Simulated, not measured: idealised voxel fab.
process module | voxel wiring stack
cross-section cut | 235 nm wide | cells 5 nm
A cross-section is a grid of square cells, given in bands from the top down. A band is one or more rows of cells.
Each band's line starts with the height of the band's top and of its bottom, in nm. Then come its materials from left to right, each with its width in nm. One material with "throughout" fills the band from edge to edge. "air" is empty space.
Height 0 is the level under which the wafer as received is all one material. The lowest band goes on downwards, as in "0 down".
A width such as "30 to 40" changes by the same amount from each row of cells to the next, from the band's top row to its bottom row.
"no change" after a step means that no cell of the cross-section changed.
closed voids: empty space of 8 cells or more with no open way to the top, each as width x height at its distance from the left edge, in nm
after a step's settings: what the simulator itself notes on the step
overlay nm, on a step with a mask: how far to the right of its planned place the mask lay; to the left if negative
plan
1 op RECEIVE | material Si
2 op CONFORMAL_DEP | material SiO2 | thk nm 10
3 op DIRECTIONAL_DEP | material TiN | thk nm 5
4 op DIRECTIONAL_DEP | material W | thk nm 15
5 op MASKED_ETCH | tone cover | mask id METAL_1 | width nm 20 | pitch nm 50 | etch materials W | depth nm 15 | overlay nm 0
6 op MASKED_ETCH | tone cover | mask id METAL_1 | width nm 20 | pitch nm 50 | etch materials TiN | depth nm 5 | overlay nm 0
7 op FILL_DEP | material SiO2 | thk nm 10
8 op CMP | height nm 30
9 op CONFORMAL_DEP | material SiCN | thk nm 5
10 op DIRECTIONAL_DEP | material lowk | thk nm 25
11 op MASKED_ETCH | tone open | mask id METAL_2 | width nm 20 | pitch nm 50 | etch materials lowk | depth nm 15 | overlay nm 0
12 op PATTERN | tone open | mask id METAL_2_HOLES | material resist | width nm 15 | pitch nm 50 | thk nm 15 | overlay nm 0
13 op DIRECTIONAL_ETCH | etch materials lowk | depth nm 10
14 op DIRECTIONAL_ETCH | etch materials SiCN | depth nm 5
15 op STRIP | etch materials resist
16 op CONFORMAL_DEP | material TiN | thk nm 5
17 op FILL_DEP | material Ru | thk nm 5
18 op CMP | height nm 60
19 op CONFORMAL_DEP | material SiCN | thk nm 5
20 op DIRECTIONAL_DEP | material SiO2 | thk nm 20
21 op MASKED_ETCH | tone open | mask id PLUG_2 | width nm 15 | pitch nm 100 | etch materials SiO2 | depth nm 20 | overlay nm 0
22 op MASKED_ETCH | tone open | mask id PLUG_2 | width nm 15 | pitch nm 100 | etch materials SiCN | depth nm 5 | overlay nm 0
23 op CONFORMAL_DEP | material TiN | thk nm 5
24 op FILL_DEP | material Cu | thk nm 5
25 op CMP | height nm 85
26 op CONFORMAL_DEP | material SiN | thk nm 5
27 op DIRECTIONAL_DEP | material lowk | thk nm 20
28 op DIRECTIONAL_DEP | material aC | thk nm 10
29 op PATTERN | tone open | mask id METAL_3 | material resist | width nm 20 | pitch nm 50 | thk nm 30 | overlay nm 0
30 op DIRECTIONAL_ETCH | etch materials aC | depth nm 10
31 op STRIP | etch materials resist
32 op DIRECTIONAL_ETCH | etch materials lowk | depth nm 20
33 op DIRECTIONAL_ETCH | etch materials SiN | depth nm 5
34 op STRIP | etch materials aC
35 op CONFORMAL_DEP | material TiN | thk nm 5
36 op FILL_DEP | material Cu | thk nm 5
37 op CMP | height nm 110
38 op EPI | material Ru | thk nm 5
39 op FILL_DEP | material SiCN | thk nm 5
as received, after step 1
  0 down: Si throughout
  closed voids: none
first wafer at the end, as planned
  120 to 115: SiCN throughout
  115 to 110: SiCN 25 | Ru 30 | SiCN 20 | Ru 30 | SiCN 20 | Ru 30 | SiCN 20 | Ru 30 | SiCN 30
  110 to 90: lowk 30 | TiN 5 | Cu 10 | TiN 5 | lowk 30 | TiN 5 | Cu 10 | TiN 5 | lowk 30 | TiN 5 | Cu 10 | TiN 5 | lowk 30 | TiN 5 | Cu 10 | TiN 5 | lowk 35
  90 to 85: SiN 30 | TiN 20 | SiN 30 | TiN 20 | SiN 30 | TiN 20 | SiN 30 | TiN 20 | SiN 35
  85 to 65: SiO2 30 | TiN 5 | Cu 5 | TiN 5 | SiO2 85 | TiN 5 | Cu 5 | TiN 5 | SiO2 90
  65 to 60: SiCN 30 | TiN 15 | SiCN 85 | TiN 15 | SiCN 90
  60 to 50: lowk 30 | TiN 5 | Ru 10 | TiN 5 | lowk 30 | TiN 5 | Ru 10 | TiN 5 | lowk 30 | TiN 5 | Ru 10 | TiN 5 | lowk 30 | TiN 5 | Ru 10 | TiN 5 | lowk 35
  50 to 45: lowk 30 | TiN 5 | Ru 5 | TiN 10 | lowk 30 | TiN 5 | Ru 5 | TiN 10 | lowk 30 | TiN 5 | Ru 5 | TiN 10 | lowk 30 | TiN 5 | Ru 5 | TiN 10 | lowk 35
  45 to 35: lowk 30 | TiN 5 | Ru 5 | TiN 5 | lowk 35 | TiN 5 | Ru 5 | TiN 5 | lowk 35 | TiN 5 | Ru 5 | TiN 5 | lowk 35 | TiN 5 | Ru 5 | TiN 5 | lowk 40
  35 to 30: SiCN 30 | TiN 15 | SiCN 35 | TiN 15 | SiCN 35 | TiN 15 | SiCN 35 | TiN 15 | SiCN 40
  30 to 15: SiO2 30 | W 20 | SiO2 30 | W 20 | SiO2 30 | W 20 | SiO2 30 | W 20 | SiO2 35
  15 to 10: SiO2 30 | TiN 20 | SiO2 30 | TiN 20 | SiO2 30 | TiN 20 | SiO2 30 | TiN 20 | SiO2 35
  10 to 0: SiO2 throughout
  0 down: Si throughout
  closed voids: none
second wafer at the end: like start, like plan, one mistake
  120 to 115: SiCN throughout
  115 to 110: SiCN 25 | Ru 30 | SiCN 20 | Ru 30 | SiCN 20 | Ru 30 | SiCN 20 | Ru 30 | SiCN 30
  110 to 90: lowk 30 | TiN 5 | Cu 10 | TiN 5 | lowk 30 | TiN 5 | Cu 10 | TiN 5 | lowk 30 | TiN 5 | Cu 10 | TiN 5 | lowk 30 | TiN 5 | Cu 10 | TiN 5 | lowk 35
  90 to 85: SiN 30 | TiN 20 | SiN 30 | TiN 20 | SiN 30 | TiN 20 | SiN 30 | TiN 20 | SiN 35
  85 to 65: SiO2 30 | TiN 5 | Cu 5 | TiN 5 | SiO2 85 | TiN 5 | Cu 5 | TiN 5 | SiO2 90
  65 to 60: SiCN 30 | TiN 15 | SiCN 85 | TiN 15 | SiCN 90
  60 to 50: lowk 30 | TiN 5 | Ru 10 | TiN 5 | lowk 30 | TiN 5 | Ru 10 | TiN 5 | lowk 30 | TiN 5 | Ru 10 | TiN 5 | lowk 30 | TiN 5 | Ru 10 | TiN 5 | lowk 35
  50 to 45: lowk 30 | TiN 5 | Ru 5 | TiN 10 | lowk 30 | TiN 5 | Ru 5 | TiN 10 | lowk 30 | TiN 5 | Ru 5 | TiN 10 | lowk 30 | TiN 5 | Ru 5 | TiN 10 | lowk 35
  45 to 35: lowk 30 | TiN 5 | Ru 5 | TiN 5 | lowk 35 | TiN 5 | Ru 5 | TiN 5 | lowk 35 | TiN 5 | Ru 5 | TiN 5 | lowk 35 | TiN 5 | Ru 5 | TiN 5 | lowk 40
  35 to 30: SiCN 30 | TiN 15 | SiCN 35 | TiN 15 | SiCN 35 | TiN 15 | SiCN 35 | TiN 15 | SiCN 40
  30 to 15: SiO2 30 | W 25 | SiO2 25 | W 25 | SiO2 25 | W 25 | SiO2 25 | W 25 | SiO2 30
  15 to 10: SiO2 30 | TiN 25 | SiO2 25 | TiN 25 | SiO2 25 | TiN 25 | SiO2 25 | TiN 25 | SiO2 30
  10 to 0: SiO2 throughout
  0 down: Si throughout
  closed voids: none
what went wrong: step 5 ran as: op MASKED_ETCH | tone cover | mask id METAL_1 | width nm 25 | pitch nm 50 | etch materials W | depth nm 15 | overlay nm 0
at the end the second wafer has, in cells: 16 fewer of SiO2 | 4 more of TiN | 12 more of W
